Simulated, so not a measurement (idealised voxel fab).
process module | voxel capacitor over wiring
cross-section cut | 220 nm wide | cells 5 nm
A cross-section is a grid of square cells, given in bands from the top down. A band is one or more rows of cells.
Each band's line starts with the height of the band's top and of its bottom, in nm. Then come its materials from left to right, each with its width in nm. One material with "throughout" fills the band from edge to edge. "air" is empty space.
Height 0 is the level under which the wafer as received is all one material. The lowest band goes on downwards, as in "0 down".
A width such as "30 to 40" changes by the same amount from each row of cells to the next, from the band's top row to its bottom row.
"no change" after a step means that no cell of the cross-section changed.
closed voids: empty space of 8 cells or more with no open way to the top, each as width x height at its distance from the left edge, in nm
after a step's settings: what the simulator itself notes on the step
overlay nm, on a step with a mask: how far to the right of its planned place the mask lay; to the left if negative
plan
1 op RECEIVE | material Si
2 op CONFORMAL_DEP | material SiO2 | thk nm 15
3 op DIRECTIONAL_DEP | material TiN | thk nm 5
4 op DIRECTIONAL_DEP | material Ru | thk nm 15
5 op DIRECTIONAL_DEP | material aC | thk nm 10
6 op PATTERN | tone cover | mask id METAL_1 | material resist | width nm 25 | pitch nm 85 | thk nm 30 | overlay nm 0
7 op DIRECTIONAL_ETCH | etch materials aC | depth nm 10
8 op STRIP | etch materials resist
9 op DIRECTIONAL_ETCH | etch materials Ru | depth nm 15
10 op DIRECTIONAL_ETCH | etch materials TiN | depth nm 5
11 op STRIP | etch materials aC
12 op CONFORMAL_DEP | material SiN | thk nm 5
13 op FILL_DEP | material SiO2 | thk nm 5
14 op CMP | height nm 35
15 op CONFORMAL_DEP | material SiCN | thk nm 5
16 op DIRECTIONAL_DEP | material lowk | thk nm 20
17 op PATTERN | tone open | mask id PLUG_1 | material resist | width nm 15 | thk nm 15 | overlay nm 0
18 op DIRECTIONAL_ETCH | etch materials lowk | depth nm 20
19 op DIRECTIONAL_ETCH | etch materials SiCN | depth nm 5
20 op STRIP | etch materials resist
21 op EPI | material Ru | thk nm 10
22 op EPI | material Ru | thk nm 10
23 op EPI | material Ru | thk nm 5
24 op DIRECTIONAL_DEP | material TiN | thk nm 10
25 op DIRECTIONAL_DEP | material Al2O3 | thk nm 5
26 op DIRECTIONAL_DEP | material TiN | thk nm 5
27 op MASKED_ETCH | tone cover | mask id UPPER_PLATE | width nm 65 | etch materials TiN | depth nm 5 | overlay nm 0
28 op MASKED_ETCH | tone cover | mask id UPPER_PLATE | width nm 65 | etch materials Al2O3 | depth nm 5 | overlay nm 0
29 op PATTERN | tone cover | mask id LOWER_PLATE | material resist | width nm 75 | thk nm 20 | overlay nm 0
30 op DIRECTIONAL_ETCH | etch materials TiN | depth nm 10
31 op STRIP | etch materials resist
32 op FILL_DEP | material SiO2 | thk nm 15
33 op CMP | height nm 90
34 op DIRECTIONAL_DEP | material aC | thk nm 10
35 op PATTERN | tone open | mask id PLUG_2 | material resist | width nm 15 | thk nm 30 | overlay nm 0
36 op DIRECTIONAL_ETCH | etch materials aC | depth nm 10
37 op STRIP | etch materials resist
38 op DIRECTIONAL_ETCH | etch materials SiO2 | depth nm 10
39 op STRIP | etch materials aC
40 op CONFORMAL_DEP | material TiN | thk nm 5
41 op FILL_DEP | material W | thk nm 5
42 op CMP | height nm 90
43 op CONFORMAL_DEP | material SiCN | thk nm 5
as received, after step 1
  0 down: Si throughout
  closed voids: none
first wafer at the end, as planned
  95 to 90: SiCN throughout
  90 to 85: SiO2 75 | TiN 5 | W 5 | TiN 5 | SiO2 130
  85 to 75: SiO2 75 to 65 | TiN 15 to 65 | SiO2 130 to 90
  75 to 70: SiO2 65 | Al2O3 65 | SiO2 90
  70 to 60: SiO2 60 | TiN 75 | SiO2 85
  60 to 40: lowk 65 | Ru 15 | lowk 140
  40 to 35: SiCN 65 | Ru 15 | SiCN 140
  35 to 20: SiO2 50 | SiN 5 | Ru 25 | SiN 5 | SiO2 50 | SiN 5 | Ru 25 | SiN 5 | SiO2 50
  20 to 15: SiN 55 | TiN 25 | SiN 60 | TiN 25 | SiN 55
  15 to 0: SiO2 throughout
  0 down: Si throughout
  closed voids: none
second wafer at the end: like start, like plan, one mistake
  95 to 90: SiCN throughout
  90 to 85: SiO2 75 | TiN 5 | W 5 | TiN 5 | SiO2 130
  85 to 75: SiO2 75 to 65 | TiN 15 to 65 | SiO2 130 to 90
  75 to 70: SiO2 65 | Al2O3 65 | SiO2 90
  70 to 60: SiO2 60 | TiN 75 | SiO2 85
  60 to 40: lowk 65 | Ru 15 | lowk 140
  40 to 35: SiCN 65 | Ru 15 | SiCN 140
  35 to 20: lowk 50 | SiN 5 | Ru 25 | SiN 5 | lowk 50 | SiN 5 | Ru 25 | SiN 5 | lowk 50
  20 to 15: SiN 55 | TiN 25 | SiN 60 | TiN 25 | SiN 55
  15 to 0: SiO2 throughout
  0 down: Si throughout
  closed voids: none
what went wrong: step 13 ran as: op FILL_DEP | material lowk | thk nm 5
at the end the second wafer has, in cells: 90 fewer of SiO2 | 90 more of lowk
